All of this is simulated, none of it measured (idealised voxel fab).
The name of this process module is voxel self aligned vias.
Shown is cross-section cut, with a width of 205 nm and square cells of size 5 nm.
A cross-section in this document is a grid of square cells, and it is written down as bands, the top band listed before the ones below it; a band is made up of one or more rows of cells. Heights first: top, then bottom, in nm. Then materials, left to right, each with a width in nm. "all across" on a single material: fills the band edge to edge. "empty": empty space. For the purposes of this specification, 0 denotes the height below which the wafer in its as-received condition is composed wholly of one material, and the lowermost band, lacking a lower limit, extends downward without end, as expressed in "0..down". Width "30..40": first value at the band's top row of cells, second value at its bottom row, equal change from row to row. Any step labelled "remained unchanged" changed none of the cells in the cross-section. "Unvented internal voids" enumerates empty spaces isolated from the top, with no open way to it, that contain at least 8 cells, giving each as width x height at distance from the left edge, all three in nm. Read whatever lies past the settings on a step's line as the simulator's own remark about the step. For masked steps, "overlay nm" on the step line gives how far right of plan the mask actually lay; a minus sign means it lay to the left.
This section lists the process steps that were planned:
step 1: RECEIVE, material Si
step 2: CONFORMAL_DEP, material SiO2, thk nm 10
step 3: CONFORMAL_DEP, material SiCN, thk nm 5
step 4: DIRECTIONAL_DEP, material lowk, thk nm 30
step 5: MASKED_ETCH, tone open, mask id LINES, width nm 20, pitch nm 50, etch materials lowk, depth nm 30, overlay nm 0
step 6: CONFORMAL_DEP, material TiN, thk nm 5
step 7: FILL_DEP, material W, thk nm 10
step 8: CMP, height nm 45
step 9: SELECTIVE_ETCH, etch materials W Ru TiN, depth nm 5
step 10: FILL_DEP, material SiN, thk nm 10
step 11: CMP, height nm 45
step 12: DIRECTIONAL_DEP, material lowk, thk nm 20
step 13: MASKED_ETCH, tone open, mask id VIAS, width nm 20, pitch nm 50, etch materials lowk, depth nm 20, overlay nm 0
step 14: MASKED_ETCH, tone open, mask id VIAS, width nm 30, pitch nm 50, etch materials SiN, depth nm 5, overlay nm 0
step 15: CONFORMAL_DEP, material TiN, thk nm 5
step 16: FILL_DEP, material Cu, thk nm 10
step 17: CMP, height nm 65
step 18: CONFORMAL_DEP, material SiN, thk nm 5
What sets these wafers apart? The width nm at step 13. They all start alike, and the plan carries the first wafer's value.
Sectional view: first of several wafers, as received, after step 1:
    0..down: Si all across
    Unvented internal voids: none
Cross-section, first of several wafers, end of module, after last step 18:
    70..65: SiN all across
    65..45: lowk 65 nm  TiN 5 nm  Cu 10 nm  TiN 5 nm  lowk 30 nm  TiN 5 nm  Cu 10 nm  TiN 5 nm  lowk 70 nm
    45..40: lowk 65 nm  TiN 20 nm  lowk 30 nm  TiN 20 nm  lowk 70 nm
    40..20: lowk 65 nm  TiN 5 nm  W 10 nm  TiN 5 nm  lowk 30 nm  TiN 5 nm  W 10 nm  TiN 5 nm  lowk 70 nm
    20..15: lowk 65 nm  TiN 20 nm  lowk 30 nm  TiN 20 nm  lowk 70 nm
    15..10: SiCN all across
    10..0: SiO2 all across
    0..down: Si all across
    Unvented internal voids: none
Last wafer, end of module, cross-section:
    70..65: SiN all across
    65..50: lowk 60 nm  TiN 5 nm  Cu 25 nm  TiN 5 nm  lowk 15 nm  TiN 5 nm  Cu 25 nm  TiN 5 nm  lowk 60 nm
    50..45: lowk 60 nm  TiN 10 nm  Cu 10 nm  TiN 15 nm  lowk 15 nm  TiN 10 nm  Cu 10 nm  TiN 15 nm  lowk 60 nm
    45..40: lowk 65 nm  TiN 20 nm  lowk 30 nm  TiN 20 nm  lowk 70 nm
    40..20: lowk 65 nm  TiN 5 nm  W 10 nm  TiN 5 nm  lowk 30 nm  TiN 5 nm  W 10 nm  TiN 5 nm  lowk 70 nm
    20..15: lowk 65 nm  TiN 20 nm  lowk 30 nm  TiN 20 nm  lowk 70 nm
    15..10: SiCN all across
    10..0: SiO2 all across
    0..down: Si all across
    Unvented internal voids: none
Table: wafers, a row each; end-of-module cell change per material since receipt, gain (+), loss (-); then closed voids:
width nm 20; +16 Cu; +41 SiCN; +41 SiN; +82 SiO2; +48 TiN; +16 W; +330 lowk; Unvented internal voids: none
width nm 25; +22 Cu; +41 SiCN; +41 SiN; +82 SiO2; +50 TiN; +16 W; +322 lowk; Unvented internal voids: none
width nm 30; +28 Cu; +41 SiCN; +41 SiN; +82 SiO2; +52 TiN; +16 W; +314 lowk; Unvented internal voids: none
width nm 35; +34 Cu; +41 SiCN; +41 SiN; +82 SiO2; +54 TiN; +16 W; +306 lowk; Unvented internal voids: none
